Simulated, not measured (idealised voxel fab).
Process module under the name voxel self aligned contacts
Section shown: cut. Width: 185 nm. Cell size: 5 nm, square.
This document writes a cross-section as a grid whose cells are square, and gives it as bands, listed from the top down; one or more rows of cells form a band. First you get the band's top height and its bottom height, in nm, and then the materials it's made of, left to right, with each width in nm. If you see a single material with "throughout", that one covers the band edge to edge. "air" is empty space. Height 0 is the level under which the wafer as received is all one material. The lowest band goes on downwards, as in "0 nm and below". Top row gets the first number, bottom row gets the second, and each row in between changes by the same step: that is how a band width like "30 to 40" works. Where the words "remains unaltered" appear for a step, the cross-section shows no cell changed by that step; every cell remained as before. Voids not open to the top, 8 cells minimum: see "Closed void register". Written width x height at distance; distance is from the left edge; nm. after a step's settings: what the simulator itself notes on the step. Among the settings permitted on a step's line is "overlay nm"; applied to a step with a mask, it specifies the extent to which the mask lay to the right of its planned position, whereas a negative figure signifies a position to the left.

Set out below are the planned steps of the process:
1. RECEIVE with material Si
2. CONFORMAL_DEP with material SiO2, thk nm 5
3. DIRECTIONAL_DEP with material polySi, thk nm 25
4. DIRECTIONAL_DEP with material SiN, thk nm 15
5. PATTERN with tone cover, mask id GATE, material resist, width nm 25, pitch nm 50, thk nm 20, overlay nm 0
6. DIRECTIONAL_ETCH with etch materials SiN, depth nm 15
7. DIRECTIONAL_ETCH with etch materials polySi, depth nm 25
8. STRIP with etch materials resist
9. CONFORMAL_DEP with material SiN, thk nm 5
10. DIRECTIONAL_ETCH with etch materials SiN, depth nm 5
11. FILL_DEP with material SiO2, thk nm 20
12. CMP with height nm 55
13. PATTERN with tone open, mask id CONTACT, material resist, width nm 35, thk nm 15, overlay nm 0
14. DIRECTIONAL_ETCH with etch materials SiO2, depth nm 55
15. STRIP with etch materials resist
16. CONFORMAL_DEP with material TiN, thk nm 5
17. FILL_DEP with material W, thk nm 10
18. CMP with height nm 55
19. CONFORMAL_DEP with material SiN, thk nm 5

First out of two wafers; run went to plan:

Cross-section of the incoming wafer, state after step 1:
	0 nm and below = Si throughout
	Closed void register: none

After step 2:
	5 nm to 0 nm = SiO2 throughout
	Whatever lies below 0 is exactly as it was before.

After step 3:
	30 nm to 5 nm = polySi throughout
	Whatever lies below 5 is exactly as it was before.

After step 4:
	45 nm to 30 nm = SiN throughout
	Whatever lies below 30 is exactly as it was before.

After step 5:
	65 nm to 45 nm = 55 of air | 25 of resist | 25 of air | 25 of resist | 55 of air
	Whatever lies below 45 is exactly as it was before.

After step 6:
	65 nm to 45 nm = 55 of air | 25 of resist | 25 of air | 25 of resist | 55 of air
	45 nm to 30 nm = 55 of air | 25 of SiN | 25 of air | 25 of SiN | 55 of air
	Whatever lies below 30 is exactly as it was before.

After step 7:
	65 nm to 45 nm = 55 of air | 25 of resist | 25 of air | 25 of resist | 55 of air
	45 nm to 30 nm = 55 of air | 25 of SiN | 25 of air | 25 of SiN | 55 of air
	30 nm to 5 nm = 55 of air | 25 of polySi | 25 of air | 25 of polySi | 55 of air
	Whatever lies below 5 is exactly as it was before.

After step 8:
	45 nm to 30 nm = 55 of air | 25 of SiN | 25 of air | 25 of SiN | 55 of air
	Whatever lies below 30 is exactly as it was before.

After step 9:
	50 nm to 30 nm = 50 of air | 35 of SiN | 15 of air | 35 of SiN | 50 of air
	30 nm to 10 nm = 50 of air | 5 of SiN | 25 of polySi | 5 of SiN | 15 of air | 5 of SiN | 25 of polySi | 5 of SiN | 50 of air
	10 nm to 5 nm = 55 of SiN | 25 of polySi | 25 of SiN | 25 of polySi | 55 of SiN
	Whatever lies below 5 is exactly as it was before.

After step 10:
	45 nm to 30 nm = 50 of air | 35 of SiN | 15 of air | 35 of SiN | 50 of air
	30 nm to 5 nm = 50 of air | 5 of SiN | 25 of polySi | 5 of SiN | 15 of air | 5 of SiN | 25 of polySi | 5 of SiN | 50 of air
	Whatever lies below 5 is exactly as it was before.

After step 11:
	65 nm to 45 nm = SiO2 throughout
	45 nm to 30 nm = 50 of SiO2 | 35 of SiN | 15 of SiO2 | 35 of SiN | 50 of SiO2
	30 nm to 5 nm = 50 of SiO2 | 5 of SiN | 25 of polySi | 5 of SiN | 15 of SiO2 | 5 of SiN | 25 of polySi | 5 of SiN | 50 of SiO2
	Whatever lies below 5 is exactly as it was before.

After step 12:
	55 nm to 45 nm = SiO2 throughout
	Whatever lies below 45 is exactly as it was before.

After step 13:
	70 nm to 55 nm = 75 of resist | 35 of air | 75 of resist
	Whatever lies below 55 is exactly as it was before.

After step 14:
	70 nm to 55 nm = 75 of resist | 35 of air | 75 of resist
	55 nm to 45 nm = 75 of SiO2 | 35 of air | 75 of SiO2
	45 nm to 30 nm = 50 of SiO2 | 35 of SiN | 15 of air | 35 of SiN | 50 of SiO2
	30 nm to 5 nm = 50 of SiO2 | 5 of SiN | 25 of polySi | 5 of SiN | 15 of air | 5 of SiN | 25 of polySi | 5 of SiN | 50 of SiO2
	5 nm to 0 nm = 85 of SiO2 | 15 of air | 85 of SiO2
	Whatever lies below 0 is exactly as it was before.

After step 15:
	55 nm to 45 nm = 75 of SiO2 | 35 of air | 75 of SiO2
	Whatever lies below 45 is exactly as it was before.

After step 16:
	60 nm to 55 nm = 80 of TiN | 25 of air | 80 of TiN
	55 nm to 45 nm = 75 of SiO2 | 5 to 15 of TiN | 25 to 5 of air | 5 to 15 of TiN | 75 of SiO2
	45 nm to 30 nm = 50 of SiO2 | 35 of SiN | 5 of TiN | 5 of air | 5 of TiN | 35 of SiN | 50 of SiO2
	30 nm to 5 nm = 50 of SiO2 | 5 of SiN | 25 of polySi | 5 of SiN | 5 of TiN | 5 of air | 5 of TiN | 5 of SiN | 25 of polySi | 5 of SiN | 50 of SiO2
	5 nm to 0 nm = 85 of SiO2 | 15 of TiN | 85 of SiO2
	Whatever lies below 0 is exactly as it was before.

After step 17:
	70 nm to 60 nm = W throughout
	60 nm to 55 nm = 80 of TiN | 25 of W | 80 of TiN
	55 nm to 45 nm = 75 of SiO2 | 5 to 15 of TiN | 25 to 5 of W | 5 to 15 of TiN | 75 of SiO2
	45 nm to 30 nm = 50 of SiO2 | 35 of SiN | 5 of TiN | 5 of W | 5 of TiN | 35 of SiN | 50 of SiO2
	30 nm to 5 nm = 50 of SiO2 | 5 of SiN | 25 of polySi | 5 of SiN | 5 of TiN | 5 of W | 5 of TiN | 5 of SiN | 25 of polySi | 5 of SiN | 50 of SiO2
	Whatever lies below 5 is exactly as it was before.

After step 18:
	55 nm to 45 nm = 75 of SiO2 | 5 to 15 of TiN | 25 to 5 of W | 5 to 15 of TiN | 75 of SiO2
	Whatever lies below 45 is exactly as it was before.

After step 19:
	60 nm to 55 nm = SiN throughout
	Whatever lies below 55 is exactly as it was before.

Second wafer, same starting conditions and recipe as the first, one mistake in executing it, nothing differs from the first up to and including step 12:

Second wafer profile in section, at the moment step 13 of the plan was meant to be complete:
	70 nm to 55 nm = 75 of air | 35 of resist | 75 of air
	Whatever lies below 55 is exactly as it was before.

Second wafer profile in section, at the moment step 14 of the plan was meant to be complete:
	70 nm to 55 nm = 75 of air | 35 of resist | 75 of air
	55 nm to 45 nm = 75 of air | 35 of SiO2 | 75 of air
	45 nm to 30 nm = 50 of air | 35 of SiN | 15 of SiO2 | 35 of SiN | 50 of air
	30 nm to 5 nm = 50 of air | 5 of SiN | 25 of polySi | 5 of SiN | 15 of SiO2 | 5 of SiN | 25 of polySi | 5 of SiN | 50 of air
	5 nm to 0 nm = 50 of air | 85 of SiO2 | 50 of air
	Whatever lies below 0 is exactly as it was before.

Second wafer profile in section, at the moment step 15 of the plan was meant to be complete:
	55 nm to 45 nm = 75 of air | 35 of SiO2 | 75 of air
	Whatever lies below 45 is exactly as it was before.

Second wafer profile in section, at the moment step 16 of the plan was meant to be complete:
	60 nm to 55 nm = 70 of air | 45 of TiN | 70 of air
	55 nm to 45 nm = 70 to 45 of air | 5 to 30 of TiN | 35 of SiO2 | 5 to 30 of TiN | 70 to 45 of air
	45 nm to 30 nm = 45 of air | 5 of TiN | 35 of SiN | 15 of SiO2 | 35 of SiN | 5 of TiN | 45 of air
	30 nm to 5 nm = 45 of air | 5 of TiN | 5 of SiN | 25 of polySi | 5 of SiN | 15 of SiO2 | 5 of SiN | 25 of polySi | 5 of SiN | 5 of TiN | 45 of air
	5 nm to 0 nm = 50 of TiN | 85 of SiO2 | 50 of TiN
	Whatever lies below 0 is exactly as it was before.

Second wafer profile in section, at the moment step 17 of the plan was meant to be complete:
	70 nm to 60 nm = W throughout
	60 nm to 55 nm = 70 of W | 45 of TiN | 70 of W
	55 nm to 45 nm = 70 to 45 of W | 5 to 30 of TiN | 35 of SiO2 | 5 to 30 of TiN | 70 to 45 of W
	45 nm to 30 nm = 45 of W | 5 of TiN | 35 of SiN | 15 of SiO2 | 35 of SiN | 5 of TiN | 45 of W
	30 nm to 5 nm = 45 of W | 5 of TiN | 5 of SiN | 25 of polySi | 5 of SiN | 15 of SiO2 | 5 of SiN | 25 of polySi | 5 of SiN | 5 of TiN | 45 of W
	Whatever lies below 5 is exactly as it was before.

Second wafer profile in section, at the moment step 18 of the plan was meant to be complete:
	55 nm to 45 nm = 70 to 45 of W | 5 to 30 of TiN | 35 of SiO2 | 5 to 30 of TiN | 70 to 45 of W
	Whatever lies below 45 is exactly as it was before.

Second wafer profile in section, at the moment step 19 of the plan was meant to be complete:
	60 nm to 55 nm = SiN throughout
	Whatever lies below 55 is exactly as it was before.
Diagnosis: planned and actual differ for step 13; actual: PATTERN with tone cover, mask id CONTACT, material resist, width nm 35, thk nm 15, overlay nm 0
End of process, cell counts, second wafer against first, materials with more or fewer: -199 SiO2 | +23 TiN | +176 W
